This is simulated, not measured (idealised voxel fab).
This is a process module. Its name is voxel self aligned vias.
Square cell edge 5 nm, section width 230 nm, ID cut.
Just so we're on the same page, the cross-sections are grids of square cells, and they're listed out in bands top to bottom, each band one or more rows deep. Top, bottom (nm), then materials left to right with widths (nm); lone material tagged "all across" fills the whole band edge to edge; "air" = empty space. Heights from 0 (as-received wafer is one material below). Bottom band endless downward, as "0 -> down". It should be noted that a width expressed as "30..40" varies in equal increments from row to row of cells within the band, taking the value of the first number at the top row and that of the second number at the bottom row. You'll sometimes find "remained the same" written for a step, and that's the way of saying that nowhere in the cross-section did a cell change during that step. You'll see "Closed internal cavities" listing empty spaces that have no way open to the top, as long as they're 8 cells or more; the notation is width x height at distance, where the distance is from the left edge, and all of it is in nm. What comes after the settings on a step's line is commentary from the simulator itself on that step. On any step carrying a mask, the "overlay nm" setting, if present on the step's line, tells how far right of its planned place the mask lay; negative values point to the left.
Below is the list of planned process steps:
- 1: RECEIVE with material Si
- 2: CONFORMAL_DEP with material SiO2, thk nm 10
- 3: CONFORMAL_DEP with material SiCN, thk nm 5
- 4: DIRECTIONAL_DEP with material SiO2, thk nm 30
- 5: MASKED_ETCH with tone open, mask id LINES, width nm 20, pitch nm 50, etch materials SiO2, depth nm 30, overlay nm 0
- 6: CONFORMAL_DEP with material TiN, thk nm 5
- 7: FILL_DEP with material Ru, thk nm 10
- 8: CMP with height nm 45
- 9: SELECTIVE_ETCH with etch materials W Ru TiN, depth nm 10
- 10: FILL_DEP with material SiN, thk nm 10
- 11: CMP with height nm 45
- 12: DIRECTIONAL_DEP with material SiO2, thk nm 15
- 13: PATTERN with tone open, mask id VIAS, material resist, width nm 30, thk nm 20, overlay nm 0
- 14: DIRECTIONAL_ETCH with etch materials SiO2, depth nm 15
- 15: DIRECTIONAL_ETCH with etch materials SiN, depth nm 10
- 16: STRIP with etch materials resist
- 17: CONFORMAL_DEP with material TiN, thk nm 5
- 18: FILL_DEP with material W, thk nm 5
- 19: CMP with height nm 60
- 20: CONFORMAL_DEP with material SiCN, thk nm 5
The cross-section here shows the wafer as received, i.e. in its state after step 1:
  0 -> down  Si all across
  Closed internal cavities: none
End-of-module XS, first of two wafers, run as planned:
  65 -> 60  SiCN all across
  60 -> 50  SiO2 75 | TiN 5 | W 20 | TiN 5 | SiO2 125
  50 -> 45  SiO2 75 | TiN 10 | W 10 | TiN 10 | SiO2 125
  45 -> 40  SiO2 80 | TiN 5 | W 10 | TiN 5 | SiO2 30 | SiN 20 | SiO2 80
  40 -> 35  SiO2 80 | TiN 20 | SiO2 30 | SiN 20 | SiO2 80
  35 -> 20  SiO2 80 | TiN 5 | Ru 10 | TiN 5 | SiO2 30 | TiN 5 | Ru 10 | TiN 5 | SiO2 80
  20 -> 15  SiO2 80 | TiN 20 | SiO2 30 | TiN 20 | SiO2 80
  15 -> 10  SiCN all across
  10 -> 0  SiO2 all across
  0 -> down  Si all across
  Closed internal cavities: none
Presented here is a cross-section of the second of the two wafers as it stood at the end of the module. It was started in the same manner and assigned the same plan as the first wafer; however, one mistake was made in its execution:
  65 -> 60  SiCN all across
  60 -> 45  SiO2 75 | TiN 5 | W 20 | TiN 5 | SiO2 125
  45 -> 40  SiO2 75 | TiN 5 | W 20 | TiN 5 | SiO2 25 | SiN 20 | SiO2 80
  40 -> 35  SiO2 75 | TiN 30 | SiO2 25 | SiN 20 | SiO2 80
  35 -> 20  SiO2 80 | TiN 5 | Ru 10 | TiN 5 | SiO2 30 | TiN 5 | Ru 10 | TiN 5 | SiO2 80
  20 -> 15  SiO2 80 | TiN 20 | SiO2 30 | TiN 20 | SiO2 80
  15 -> 10  SiCN all across
  10 -> 0  SiO2 all across
  0 -> down  Si all across
  Closed internal cavities: none
What was done differently from what was planned? rather than as planned, step 14 actually ran as DIRECTIONAL_ETCH with etch materials SiO2, depth nm 25
End check, counted in cells, second wafer has more or fewer of these materials than the first: SiO2: 4 fewer; W: 4 more
